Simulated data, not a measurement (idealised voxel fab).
Herein follows the process module entitled voxel spacer lines.
We display cut, a cross-section 240 nm in width whose square cells are each 5 nm.
Just so we're on the same page, the cross-sections are grids of square cells, and they're listed out in bands top to bottom, each band one or more rows deep. Within each band entry, the heights of the top and of the bottom of the band appear first, in that order and in nm; the materials of the band then follow from left to right, each with its corresponding width in nm. The designation "full width" on a single material indicates that it fills the band from edge to edge; the designation "air" indicates empty space. Height datum 0, below which the as-received substrate wafer is one material. Lowest band open at the bottom, running downward: "top 0, no bottom". The width entry "30 to 40" should be interpreted row by row: the top row of cells in the band takes the first number, the bottom row takes the second number, and the change between adjacent rows is uniform throughout. "no modification", as given for a step, is the statement that not any cell of the cross-section underwent a change during that step. If an empty space has no open way to the top and is at least 8 cells in size, "Fully enclosed voids" lists it, written width x height at distance, where distance is measured from the left edge and every value is in nm. Text after the settings on a step's line: the simulator's own remark on that step. "overlay nm" denotes, for a step that has a mask, the displacement of the mask to the right of its planned place, with negative values corresponding to the left.

## List of planned process steps
step 1: RECEIVE with material Si
step 2: CONFORMAL_DEP with material Al2O3, thk nm 10
step 3: DIRECTIONAL_DEP with material polySi, thk nm 15
step 4: DIRECTIONAL_DEP with material aC, thk nm 25
step 5: PATTERN with tone cover, mask id MANDREL, material resist, width nm 25, pitch nm 70, thk nm 30, overlay nm -15
step 6: DIRECTIONAL_ETCH with etch materials aC, depth nm 25
step 7: STRIP with etch materials resist
step 8: CONFORMAL_DEP with material SiN, thk nm 10
step 9: DIRECTIONAL_ETCH with etch materials SiN, depth nm 10
step 10: STRIP with etch materials aC
step 11: DIRECTIONAL_ETCH with etch materials polySi, depth nm 15
step 12: STRIP with etch materials SiN
Heads up: all these wafers start the same, and what changes between them is the overlay nm in step 5. The value you see in the plan is just what the first wafer got.

## Cross-sectional view of the first of several wafers in the as-received condition, corresponding to the state following step 1
	top 0, no bottom: Si full width
	Fully enclosed voids: none

## Take a look at the first of several wafers in cross-section: the module is done, and step 12 was its last step
	top 25, bottom 10: air (45) | polySi (10) | air (25) | polySi (10) | air (25) | polySi (10) | air (25) | polySi (10) | air (80)
	top 10, bottom 0: Al2O3 full width
	top 0, no bottom: Si full width
	Fully enclosed voids: none

## The module's end: a cross-section of the last wafer
	top 25, bottom 10: air (75) | polySi (10) | air (25) | polySi (10) | air (25) | polySi (10) | air (25) | polySi (10) | air (50)
	top 10, bottom 0: Al2O3 full width
	top 0, no bottom: Si full width
	Fully enclosed voids: none

## The rows of the table below are wafers. Looking at the end of the module, a row counts, for every material, the cells the wafer has gained, shown as (+), or lost, shown as (-), since it was received; its closed voids come next
overlay nm -15, +96 Al2O3, +24 polySi, Fully enclosed voids: none
overlay nm -10, +96 Al2O3, +24 polySi, Fully enclosed voids: none
overlay nm -5, +96 Al2O3, +24 polySi, Fully enclosed voids: none
overlay nm 0, +96 Al2O3, +24 polySi, Fully enclosed voids: none
overlay nm 5, +96 Al2O3, +24 polySi, Fully enclosed voids: none
overlay nm 10, +96 Al2O3, +24 polySi, Fully enclosed voids: none
overlay nm 15, +96 Al2O3, +24 polySi, Fully enclosed voids: none
